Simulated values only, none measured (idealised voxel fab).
Module name: voxel air gaps (process module)
The cross-section on display is named cut; it measures 215 nm wide, and its cells are 5 nm squares.
Each cross-section below is a grid of square cells, stated as bands in top-down order, with one or more rows of cells making up each band. For a band, the entry starts with two heights in nm, that of the top and then that of the bottom, and carries on with the band's materials in order from left to right, each alongside its width in nm; the word "edge to edge" beside a single material means it fills the band edge to edge, and "empty" means empty space. Heads up on the height convention: 0 is the point under which the incoming wafer is all one material, and the lowest band has no bottom, it just keeps going down, like "0..down". The expression "30->40" gives the width at the extremes of the band, the first number at its top row of cells and the second at its bottom row, with the width changing by equal amounts from each row to the next in between. "no alteration" (step): cross-section cells unchanged, all of them. Enclosed voids (no open way to top), threshold 8 cells or more, entry "Catalogued sealed voids", notation width x height at distance, distance from left edge, nm. What comes after the settings on a step's line is commentary from the simulator itself on that step. On any step carrying a mask, the "overlay nm" setting, if present on the step's line, tells how far right of its planned place the mask lay; negative values point to the left. Layout of what follows: cross-section pairs, each bracketing one process step, the after cross-section shown only to the lowest band that changed, the step between and its settings noted under each pair. Pairs may originate in different runs of this module on the same starting wafer; a pair continues from the pair above only where its entry headed "before" says so.

before
  60..50  empty 10 | Ru 40 | empty 10 | Ru 40 | empty 10 | Ru 40 | empty 10 | Ru 40 | empty 15
  50..20  empty 20 | TiN 5 | SiO2 10 | TiN 5 | empty 30 | TiN 5 | SiO2 10 | TiN 5 | empty 30 | TiN 5 | SiO2 10 | TiN 5 | empty 30 | TiN 5 | SiO2 10 | TiN 5 | empty 25
  20..15  empty 20 | TiN 20 | empty 30 | TiN 20 | empty 30 | TiN 20 | empty 30 | TiN 20 | empty 25
  15..10  SiCN edge to edge
  10..0  SiO2 edge to edge
  0..down  Si edge to edge
  Catalogued sealed voids: none

Section After Processing
  65..60  empty 5 | SiCN 200 | empty 10
  60..50  empty 5 | SiCN 5 | Ru 40 | SiCN 10 | Ru 40 | SiCN 10 | Ru 40 | SiCN 10 | Ru 40 | SiCN 5 | empty 10
  50..45  empty 5 | SiCN 15 | TiN 5 | SiO2 10 | TiN 5 | SiCN 30 | TiN 5 | SiO2 10 | TiN 5 | SiCN 30 | TiN 5 | SiO2 10 | TiN 5 | SiCN 30 | TiN 5 | SiO2 10 | TiN 5 | SiCN 15 | empty 10
  45..20  empty 15 | SiCN 5 | TiN 5 | SiO2 10 | TiN 5 | SiCN 5 | empty 20 | SiCN 5 | TiN 5 | SiO2 10 | TiN 5 | SiCN 5 | empty 20 | SiCN 5 | TiN 5 | SiO2 10 | TiN 5 | SiCN 5 | empty 20 | SiCN 5 | TiN 5 | SiO2 10 | TiN 5 | SiCN 5 | empty 20
  20..15  SiCN 20 | TiN 20 | SiCN 30 | TiN 20 | SiCN 30 | TiN 20 | SiCN 30 | TiN 20 | SiCN 25
  Under 15: no change, same as before.
  Catalogued sealed voids: 20 x 25 at 45; 20 x 25 at 95; 20 x 25 at 145
Going from the before section above to the after section, the step was CONFORMAL_DEP,material SiCN,thk nm 5

before
  50..15  lowk edge to edge
  15..10  SiCN edge to edge
  10..0  SiO2 edge to edge
  0..down  Si edge to edge
  Catalogued sealed voids: none

Section After Processing
  50..15  empty 20 | lowk 20 | empty 30 | lowk 20 | empty 30 | lowk 20 | empty 30 | lowk 20 | empty 25
  Under 15: no change, same as before.
  Catalogued sealed voids: none
Going from the before section above to the after section, the step was MASKED_ETCH,tone cover,mask id LINES,width nm 20,pitch nm 50,etch materials lowk,depth nm 35,overlay nm 0

before: Reference is made to the cross-section shown after the step in the pair directly above, which represents the state prior to this step.

Section After Processing
  55..50  empty 15 | TiN 30 | empty 20 | TiN 30 | empty 20 | TiN 30 | empty 20 | TiN 30 | empty 20
  50..20  empty 15 | TiN 5 | lowk 20 | TiN 5 | empty 20 | TiN 5 | lowk 20 | TiN 5 | empty 20 | TiN 5 | lowk 20 | TiN 5 | empty 20 | TiN 5 | lowk 20 | TiN 5 | empty 20
  20..15  TiN 20 | lowk 20 | TiN 30 | lowk 20 | TiN 30 | lowk 20 | TiN 30 | lowk 20 | TiN 25
  Under 15: no change, same as before.
  Catalogued sealed voids: none
Going from the before section above to the after section, the step was CONFORMAL_DEP,material TiN,thk nm 5

before: Reference is made to the cross-section shown after the step in the pair directly above, which represents the state prior to this step.

Section After Processing
  65..55  Ru edge to edge
  55..50  Ru 15 | TiN 30 | Ru 20 | TiN 30 | Ru 20 | TiN 30 | Ru 20 | TiN 30 | Ru 20
  50..20  Ru 15 | TiN 5 | lowk 20 | TiN 5 | Ru 20 | TiN 5 | lowk 20 | TiN 5 | Ru 20 | TiN 5 | lowk 20 | TiN 5 | Ru 20 | TiN 5 | lowk 20 | TiN 5 | Ru 20
  Under 20: no change, same as before.
  Catalogued sealed voids: none
Going from the before section above to the after section, the step was FILL_DEP,material Ru,thk nm 10

before: Reference is made to the cross-section shown after the step in the pair directly above, which represents the state prior to this step.

Section After Processing
  50..20  Ru 15 | TiN 5 | lowk 20 | TiN 5 | Ru 20 | TiN 5 | lowk 20 | TiN 5 | Ru 20 | TiN 5 | lowk 20 | TiN 5 | Ru 20 | TiN 5 | lowk 20 | TiN 5 | Ru 20
  Under 20: no change, same as before.
  Catalogued sealed voids: none
Going from the before section above to the after section, the step was CMP,height nm 50

before: Reference is made to the cross-section shown after the step in the pair directly above, which represents the state prior to this step.

Section After Processing
  60..50  Ru edge to edge
  Under 50: no change, same as before.
  Catalogued sealed voids: none
Going from the before section above to the after section, the step was EPI,material Ru,thk nm 10

before: Reference is made to the cross-section shown after the step in the pair directly above, which represents the state prior to this step.

Section After Processing
  65..60  SiCN edge to edge
  Under 60: no change, same as before.
  Catalogued sealed voids: none
Going from the before section above to the after section, the step was CONFORMAL_DEP,material SiCN,thk nm 5
